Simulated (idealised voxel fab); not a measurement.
Process module under the name voxel self aligned vias
Section shown: cut. Width: 280 nm. Cell size: 5 nm, square.
Cross-section = grid of square cells, listed top down in bands; band = one or more rows. Per band: top height and bottom height in nm, followed by the left-to-right materials and their widths in nm; "full width" marks a single material spanning edge to edge, "blank" marks empty space. The reference from which all heights are counted is 0, the level beneath which the as-received wafer is entirely one material; the lowest band, having no lower bound, proceeds downward and is written after the example "0..down". Width: "30->40" (first number = top row, second number = bottom row, same change from row to row of cells). No cell of the cross-section changed in a step that is given as "remains unaltered". If an empty space has no open way to the top and is at least 8 cells in size, "Sealed void listing" lists it, written width x height at distance, where distance is measured from the left edge and every value is in nm. Read whatever lies past the settings on a step's line as the simulator's own remark about the step. Regarding "overlay nm": on a step with a mask, it is the distance the mask lay to the right of its planned place; a negative value places it to the left.

[Set out below are the planned steps of the process]
1: RECEIVE: material Si
2: CONFORMAL_DEP: material SiO2, thk nm 10
3: CONFORMAL_DEP: material SiCN, thk nm 5
4: DIRECTIONAL_DEP: material lowk, thk nm 25
5: MASKED_ETCH: tone open, mask id LINES, width nm 20, pitch nm 45, etch materials lowk, depth nm 25, overlay nm 0
6: CONFORMAL_DEP: material TiN, thk nm 5
7: FILL_DEP: material W, thk nm 10
8: CMP: height nm 40
9: SELECTIVE_ETCH: etch materials W Ru TiN, depth nm 5
10: FILL_DEP: material SiN, thk nm 5
11: CMP: height nm 40
12: DIRECTIONAL_DEP: material lowk, thk nm 15
13: PATTERN: tone open, mask id VIAS, material resist, width nm 30, thk nm 20, overlay nm 0
14: DIRECTIONAL_ETCH: etch materials lowk, depth nm 15
15: DIRECTIONAL_ETCH: etch materials SiN, depth nm 5
16: STRIP: etch materials resist
17: CONFORMAL_DEP: material TiN, thk nm 5
18: FILL_DEP: material Ru, thk nm 10
19: CMP: height nm 55
20: CONFORMAL_DEP: material SiCN, thk nm 5
Don't read the plan's thk nm for step 20 as applying to every wafer: that's the first wafer's value, and the wafers differ in it, though they all start identical.

[Sectional view: first of several wafers, as received, after step 1]
- 0..down: Si full width
- Sealed void listing: none

[The table below has one row for each wafer; a row shows, as of the end of the module, how many cells of each material the wafer has gained, marked (+), or lost, marked (-), since it was received, and then the wafer's closed voids]
thk nm 5 | +10 Ru | +112 SiCN | +4 SiN | +112 SiO2 | +32 TiN | +12 W | +390 lowk | Sealed void listing: none
thk nm 10 | +10 Ru | +168 SiCN | +4 SiN | +112 SiO2 | +32 TiN | +12 W | +390 lowk | Sealed void listing: none
thk nm 15 | +10 Ru | +224 SiCN | +4 SiN | +112 SiO2 | +32 TiN | +12 W | +390 lowk | Sealed void listing: none
thk nm 20 | +10 Ru | +280 SiCN | +4 SiN | +112 SiO2 | +32 TiN | +12 W | +390 lowk | Sealed void listing: none
